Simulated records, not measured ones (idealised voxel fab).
Presented below is a process module, voxel quadruple lines.
Section cut is 265 nm wide and gridded with 5 nm square cells.
Just so we're on the same page, the cross-sections are grids of square cells, and they're listed out in bands top to bottom, each band one or more rows deep.
The band entry comprises the height of the band's top followed by the height of its bottom, expressed in nm, and subsequently the band's materials from left to right, each stated together with its width in nm. Where a single material is marked with the word "all across", that material fills the band from edge to edge. The word "empty" represents empty space.
Where do heights start? At 0: under that level the wafer as delivered is made of one material only. And the lowest band has no floor; it just carries on downward, as in "0 nm and below".
The notation "30..40" denotes a width that varies across the rows of cells in the band, beginning at the first number in the top row, finishing at the second number in the bottom row, and changing by an identical amount from each row to the next.
Given "no modifications" for a step, no cell of the cross-section differs between before and after that step.
Reported under the label "Enclosed void listing" are the empty spaces having no open way to the top and comprising 8 cells or more; the notation for each is width x height at distance, in which the distance is measured from the left edge and all three values are in nm.
Step line, after settings: the simulator's comment on this step.
"overlay nm" denotes, for a step that has a mask, the displacement of the mask to the right of its planned place, with negative values corresponding to the left.

Steps in the process plan:
1. op RECEIVE | material Si
2. op CONFORMAL_DEP | material SiO2 | thk nm 5
3. op DIRECTIONAL_DEP | material TiN | thk nm 10
4. op DIRECTIONAL_DEP | material polySi | thk nm 15
5. op DIRECTIONAL_DEP | material aC | thk nm 25
6. op PATTERN | tone cover | mask id MANDREL | material resist | width nm 25 | pitch nm 80 | thk nm 30 | overlay nm 0
7. op DIRECTIONAL_ETCH | etch materials aC | depth nm 25
8. op STRIP | etch materials resist
9. op CONFORMAL_DEP | material SiO2 | thk nm 15
10. op DIRECTIONAL_ETCH | etch materials SiO2 | depth nm 15
11. op STRIP | etch materials aC
12. op DIRECTIONAL_ETCH | etch materials polySi | depth nm 15
13. op STRIP | etch materials SiO2
14. op CONFORMAL_DEP | material SiCN | thk nm 5
15. op DIRECTIONAL_ETCH | etch materials SiCN | depth nm 5
16. op STRIP | etch materials polySi
17. op DIRECTIONAL_ETCH | etch materials TiN | depth nm 10
18. op STRIP | etch materials SiCN

Delivered wafer in cross-section: state after step 1:
    0 nm and below | Si all across
    Enclosed void listing: none

Result of the module, cross-sectioned: start per above, plan per above, one error in how it was run:
    10 nm to 0 nm | empty=60  TiN=5  empty=15  TiN=5  empty=15  TiN=5  empty=15  TiN=5  empty=15  TiN=5  empty=15  TiN=5  empty=15  TiN=5  empty=15  TiN=5  empty=60
    0 nm and below | Si all across
    Enclosed void listing: none
It is concluded that the wafer was processed incorrectly with respect to the plan, in that step 2 of the plan was omitted and not executed
